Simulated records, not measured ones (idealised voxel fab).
The following process module bears the name voxel capacitor over wiring.
It is cross-section cut that appears here, measuring 275 nm in width, its square cells being 5 nm in size.
Format of a cross-section: grid, square cells. Given as bands. Order: top down. Band: one or more rows of cells.
The entry gives the band's vertical extent as a top height and a bottom height in nm, then its horizontal make-up as materials from left to right, each with a width in nm. "blank" stands for empty space; a single material marked "full width" fills the band edge to edge.
Heads up on the height convention: 0 is the point under which the incoming wafer is all one material, and the lowest band has no bottom, it just keeps going down, like "0 nm and below".
A two-number width, for instance "30..40", indicates that the width is equal to the first number in the top row of the band and to the second number in the bottom row, and that it changes by a constant amount per row of cells.
"nothing was modified" for a step: no cell of the cross-section changed in that step.
The entry titled "Closed void roster" provides the empty spaces that have no open way to the top, restricted to those of 8 cells or more. Each is presented as width x height at distance, the distance being measured from the left edge, with all three in nm.
On each step's line, the part that comes after the settings is the simulator's own comment on the step.
overlay nm: where the mask lay relative to plan, measured to the right, on steps with a mask; negatives go left.

Set out below are the planned steps of the process
1. op RECEIVE | material Si
2. op CONFORMAL_DEP | material SiO2 | thk nm 15
3. op CONFORMAL_DEP | material SiN | thk nm 5
4. op DIRECTIONAL_DEP | material SiO2 | thk nm 20
5. op MASKED_ETCH | tone open | mask id METAL_1 | width nm 20 | pitch nm 70 | etch materials SiO2 | depth nm 20 | overlay nm 0
6. op MASKED_ETCH | tone open | mask id METAL_1 | width nm 20 | pitch nm 70 | etch materials SiN | depth nm 5 | overlay nm 0
7. op CONFORMAL_DEP | material TiN | thk nm 5
8. op FILL_DEP | material W | thk nm 5
9. op CMP | height nm 40
10. op CONFORMAL_DEP | material SiCN | thk nm 5
11. op DIRECTIONAL_DEP | material lowk | thk nm 10
12. op PATTERN | tone open | mask id PLUG_1 | material resist | width nm 15 | thk nm 15 | overlay nm 0
13. op DIRECTIONAL_ETCH | etch materials lowk | depth nm 10
14. op DIRECTIONAL_ETCH | etch materials SiCN | depth nm 5
15. op STRIP | etch materials resist
16. op CONFORMAL_DEP | material TiN | thk nm 5
17. op FILL_DEP | material Cu | thk nm 10
18. op CMP | height nm 55
19. op DIRECTIONAL_DEP | material TiN | thk nm 10
20. op DIRECTIONAL_DEP | material SiN | thk nm 5
21. op DIRECTIONAL_DEP | material TiN | thk nm 10
22. op MASKED_ETCH | tone cover | mask id UPPER_PLATE | width nm 55 | etch materials TiN | depth nm 10 | overlay nm 0
23. op MASKED_ETCH | tone cover | mask id UPPER_PLATE | width nm 55 | etch materials SiN | depth nm 5 | overlay nm 0
24. op MASKED_ETCH | tone cover | mask id LOWER_PLATE | width nm 65 | etch materials TiN | depth nm 10 | overlay nm 0
25. op FILL_DEP | material SiO2 | thk nm 15
26. op CMP | height nm 90
27. op MASKED_ETCH | tone open | mask id PLUG_2 | width nm 15 | etch materials SiO2 | depth nm 10 | overlay nm 0
28. op CONFORMAL_DEP | material TiN | thk nm 5
29. op FILL_DEP | material W | thk nm 10
30. op CMP | height nm 90
31. op CONFORMAL_DEP | material SiN | thk nm 5

Concerning the first of two wafers, which was run in accordance with the plan

Wafer at receipt (post step 1), cross-section
> 0 nm and below | Si full width
> Closed void roster: none

Cross-sectional representation of the wafer at the conclusion of step 2
> 15 nm to 0 nm | SiO2 full width
> Anything lower than 0 is untouched.

Cross-sectional representation of the wafer at the conclusion of step 3
> 20 nm to 15 nm | SiN full width
> Anything lower than 15 is untouched.

Cross-sectional representation of the wafer at the conclusion of step 4
> 40 nm to 20 nm | SiO2 full width
> Anything lower than 20 is untouched.

Cross-sectional representation of the wafer at the conclusion of step 5
> 40 nm to 20 nm | 90 SiO2 / 20 blank / 50 SiO2 / 20 blank / 95 SiO2
> Anything lower than 20 is untouched.

Cross-sectional representation of the wafer at the conclusion of step 6
> 40 nm to 20 nm | 90 SiO2 / 20 blank / 50 SiO2 / 20 blank / 95 SiO2
> 20 nm to 15 nm | 90 SiN / 20 blank / 50 SiN / 20 blank / 95 SiN
> Anything lower than 15 is untouched.

Cross-sectional representation of the wafer at the conclusion of step 7
> 45 nm to 40 nm | 95 TiN / 10 blank / 60 TiN / 10 blank / 100 TiN
> 40 nm to 20 nm | 90 SiO2 / 5 TiN / 10 blank / 5 TiN / 50 SiO2 / 5 TiN / 10 blank / 5 TiN / 95 SiO2
> 20 nm to 15 nm | 90 SiN / 20 TiN / 50 SiN / 20 TiN / 95 SiN
> Anything lower than 15 is untouched.

Cross-sectional representation of the wafer at the conclusion of step 8
> 50 nm to 45 nm | W full width
> 45 nm to 40 nm | 95 TiN / 10 W / 60 TiN / 10 W / 100 TiN
> 40 nm to 20 nm | 90 SiO2 / 5 TiN / 10 W / 5 TiN / 50 SiO2 / 5 TiN / 10 W / 5 TiN / 95 SiO2
> Anything lower than 20 is untouched.

Cross-sectional representation of the wafer at the conclusion of step 9
> 40 nm to 20 nm | 90 SiO2 / 5 TiN / 10 W / 5 TiN / 50 SiO2 / 5 TiN / 10 W / 5 TiN / 95 SiO2
> Anything lower than 20 is untouched.

Cross-sectional representation of the wafer at the conclusion of step 10
> 45 nm to 40 nm | SiCN full width
> Anything lower than 40 is untouched.

Cross-sectional representation of the wafer at the conclusion of step 11
> 55 nm to 45 nm | lowk full width
> Anything lower than 45 is untouched.

Cross-sectional representation of the wafer at the conclusion of step 12
> 70 nm to 55 nm | 95 resist / 15 blank / 165 resist
> Anything lower than 55 is untouched.

Cross-sectional representation of the wafer at the conclusion of step 13
> 70 nm to 55 nm | 95 resist / 15 blank / 165 resist
> 55 nm to 45 nm | 95 lowk / 15 blank / 165 lowk
> Anything lower than 45 is untouched.

Cross-sectional representation of the wafer at the conclusion of step 14
> 70 nm to 55 nm | 95 resist / 15 blank / 165 resist
> 55 nm to 45 nm | 95 lowk / 15 blank / 165 lowk
> 45 nm to 40 nm | 95 SiCN / 15 blank / 165 SiCN
> Anything lower than 40 is untouched.

Cross-sectional representation of the wafer at the conclusion of step 15
> 55 nm to 45 nm | 95 lowk / 15 blank / 165 lowk
> Anything lower than 45 is untouched.

Cross-sectional representation of the wafer at the conclusion of step 16
> 60 nm to 55 nm | 100 TiN / 5 blank / 170 TiN
> 55 nm to 45 nm | 95 lowk / 5 TiN / 5 blank / 5 TiN / 165 lowk
> 45 nm to 40 nm | 95 SiCN / 15 TiN / 165 SiCN
> Anything lower than 40 is untouched.

Cross-sectional representation of the wafer at the conclusion of step 17
> 70 nm to 60 nm | Cu full width
> 60 nm to 55 nm | 100 TiN / 5 Cu / 170 TiN
> 55 nm to 45 nm | 95 lowk / 5 TiN / 5 Cu / 5 TiN / 165 lowk
> Anything lower than 45 is untouched.

Cross-sectional representation of the wafer at the conclusion of step 18
> 55 nm to 45 nm | 95 lowk / 5 TiN / 5 Cu / 5 TiN / 165 lowk
> Anything lower than 45 is untouched.

Cross-sectional representation of the wafer at the conclusion of step 19
> 65 nm to 55 nm | TiN full width
> Anything lower than 55 is untouched.

Cross-sectional representation of the wafer at the conclusion of step 20
> 70 nm to 65 nm | SiN full width
> Anything lower than 65 is untouched.

Cross-sectional representation of the wafer at the conclusion of step 21
> 80 nm to 70 nm | TiN full width
> Anything lower than 70 is untouched.

Cross-sectional representation of the wafer at the conclusion of step 22
> 80 nm to 70 nm | 95 blank / 55 TiN / 125 blank
> Anything lower than 70 is untouched.

Cross-sectional representation of the wafer at the conclusion of step 23
> 80 nm to 70 nm | 95 blank / 55 TiN / 125 blank
> 70 nm to 65 nm | 95 blank / 55 SiN / 125 blank
> Anything lower than 65 is untouched.

Cross-sectional representation of the wafer at the conclusion of step 24
> 80 nm to 70 nm | 95 blank / 55 TiN / 125 blank
> 70 nm to 65 nm | 95 blank / 55 SiN / 125 blank
> 65 nm to 55 nm | 90 blank / 65 TiN / 120 blank
> Anything lower than 55 is untouched.

Cross-sectional representation of the wafer at the conclusion of step 25
> 95 nm to 80 nm | SiO2 full width
> 80 nm to 70 nm | 95 SiO2 / 55 TiN / 125 SiO2
> 70 nm to 65 nm | 95 SiO2 / 55 SiN / 125 SiO2
> 65 nm to 55 nm | 90 SiO2 / 65 TiN / 120 SiO2
> Anything lower than 55 is untouched.

Cross-sectional representation of the wafer at the conclusion of step 26
> 90 nm to 80 nm | SiO2 full width
> Anything lower than 80 is untouched.

Cross-sectional representation of the wafer at the conclusion of step 27
> 90 nm to 80 nm | 105 SiO2 / 15 blank / 155 SiO2
> Anything lower than 80 is untouched.

Cross-sectional representation of the wafer at the conclusion of step 28
> 95 nm to 90 nm | 110 TiN / 5 blank / 160 TiN
> 90 nm to 85 nm | 105 SiO2 / 5 TiN / 5 blank / 5 TiN / 155 SiO2
> 85 nm to 80 nm | 105 SiO2 / 15 TiN / 155 SiO2
> Anything lower than 80 is untouched.

Cross-sectional representation of the wafer at the conclusion of step 29
> 105 nm to 95 nm | W full width
> 95 nm to 90 nm | 110 TiN / 5 W / 160 TiN
> 90 nm to 85 nm | 105 SiO2 / 5 TiN / 5 W / 5 TiN / 155 SiO2
> Anything lower than 85 is untouched.

Cross-sectional representation of the wafer at the conclusion of step 30
> 90 nm to 85 nm | 105 SiO2 / 5 TiN / 5 W / 5 TiN / 155 SiO2
> Anything lower than 85 is untouched.

Cross-sectional representation of the wafer at the conclusion of step 31
> 95 nm to 90 nm | SiN full width
> Anything lower than 90 is untouched.

Wafer two. Same start, same plan, one slip in execution. Same as wafer one through step 20, inclusive

Cross-sectional representation of the second wafer at the time designated in the plan for the completion of step 21
> 85 nm to 70 nm | TiN full width
> Anything lower than 70 is untouched.

Cross-sectional representation of the second wafer at the time designated in the plan for the completion of step 22
> 85 nm to 75 nm | 95 blank / 55 TiN / 125 blank
> Anything lower than 75 is untouched.

Cross-sectional representation of the second wafer at the time designated in the plan for the completion of step 23: nothing was modified

Cross-sectional representation of the second wafer at the time designated in the plan for the completion of step 24
> 85 nm to 75 nm | 95 blank / 55 TiN / 125 blank
> 75 nm to 70 nm | 90 blank / 65 TiN / 120 blank
> Anything lower than 70 is untouched.

Cross-sectional representation of the second wafer at the time designated in the plan for the completion of step 25
> 100 nm to 85 nm | SiO2 full width
> 85 nm to 75 nm | 95 SiO2 / 55 TiN / 125 SiO2
> 75 nm to 70 nm | 90 SiO2 / 65 TiN / 120 SiO2
> Anything lower than 70 is untouched.

Cross-sectional representation of the second wafer at the time designated in the plan for the completion of step 26
> 90 nm to 85 nm | SiO2 full width
> Anything lower than 85 is untouched.

Cross-sectional representation of the second wafer at the time designated in the plan for the completion of step 27
> 90 nm to 85 nm | 105 SiO2 / 15 blank / 155 SiO2
> Anything lower than 85 is untouched.

Cross-sectional representation of the second wafer at the time designated in the plan for the completion of step 28
> 95 nm to 90 nm | 110 TiN / 5 blank / 160 TiN
> 90 nm to 85 nm | 105 SiO2 / 15 TiN / 155 SiO2
> Anything lower than 85 is untouched.

Cross-sectional representation of the second wafer at the time designated in the plan for the completion of step 29
> 105 nm to 95 nm | W full width
> 95 nm to 90 nm | 110 TiN / 5 W / 160 TiN
> Anything lower than 90 is untouched.

Cross-sectional representation of the second wafer at the time designated in the plan for the completion of step 30
> 90 nm to 85 nm | 105 SiO2 / 15 TiN / 155 SiO2
> Anything lower than 85 is untouched.

Cross-sectional representation of the second wafer at the time designated in the plan for the completion of step 31
> 95 nm to 90 nm | SiN full width
> Anything lower than 90 is untouched.
What was done differently from what was planned? step 21 did not happen as planned, as run it was op DIRECTIONAL_DEP | material TiN | thk nm 15
In the final state, the cell counts of the second wafer exceed or fall short of those of the first for the following materials: +44 SiN, -138 SiO2, +95 TiN, -1 W
